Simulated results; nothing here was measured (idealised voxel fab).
process module | voxel trench capacitor
cross-section cut | 205 nm wide | cells 5 nm
A cross-section is a grid of square cells, given in bands from the top down. A band is one or more rows of cells.
Each band's line starts with the height of the band's top and of its bottom, in nm. Then come its materials from left to right, each with its width in nm. One material with "throughout" fills the band from edge to edge. "air" is empty space.
Height 0 is the level under which the wafer as received is all one material. The lowest band goes on downwards, as in "0 down".
A width such as "30 to 40" changes by the same amount from each row of cells to the next, from the band's top row to its bottom row.
"no change" after a step means that no cell of the cross-section changed.
closed voids: empty space of 8 cells or more with no open way to the top, each as width x height at its distance from the left edge, in nm
after a step's settings: what the simulator itself notes on the step
overlay nm, on a step with a mask: how far to the right of its planned place the mask lay; to the left if negative
plan
1 op RECEIVE | material Si
2 op CONFORMAL_DEP | material SiN | thk nm 10
3 op MASKED_ETCH | tone open | mask id TRENCH | width nm 25 | pitch nm 40 | etch materials SiN | depth nm 10 | overlay nm 0
4 op MASKED_ETCH | tone open | mask id TRENCH | width nm 25 | pitch nm 40 | etch materials Si | depth nm 30 | overlay nm 0
5 op CONFORMAL_DEP | material SiO2 | thk nm 5
6 op FILL_DEP | material polySi | thk nm 5
7 op CMP | height nm 10
as received, after step 1
  0 down: Si throughout
  closed voids: none
first wafer at the end, as planned
  10 to 0: SiN 70 | SiO2 5 | polySi 15 | SiO2 5 | SiN 15 | SiO2 5 | polySi 15 | SiO2 5 | SiN 70
  0 to -25: Si 70 | SiO2 5 | polySi 15 | SiO2 5 | Si 15 | SiO2 5 | polySi 15 | SiO2 5 | Si 70
  -25 to -30: Si 70 | SiO2 25 | Si 15 | SiO2 25 | Si 70
  -30 down: Si throughout
  closed voids: none
second wafer at the end: like start, like plan, one mistake
  10 to 0: SiN 70 | SiO2 5 | polySi 15 | SiO2 5 | SiN 15 | SiO2 5 | polySi 15 | SiO2 5 | SiN 70
  0 to -55: Si 70 | SiO2 5 | polySi 15 | SiO2 5 | Si 15 | SiO2 5 | polySi 15 | SiO2 5 | Si 70
  -55 to -60: Si 70 | SiO2 25 | Si 15 | SiO2 25 | Si 70
  -60 down: Si throughout
  closed voids: none
what went wrong: step 4 was run twice
at the end the second wafer has, in cells: 60 fewer of Si | 24 more of SiO2 | 36 more of polySi
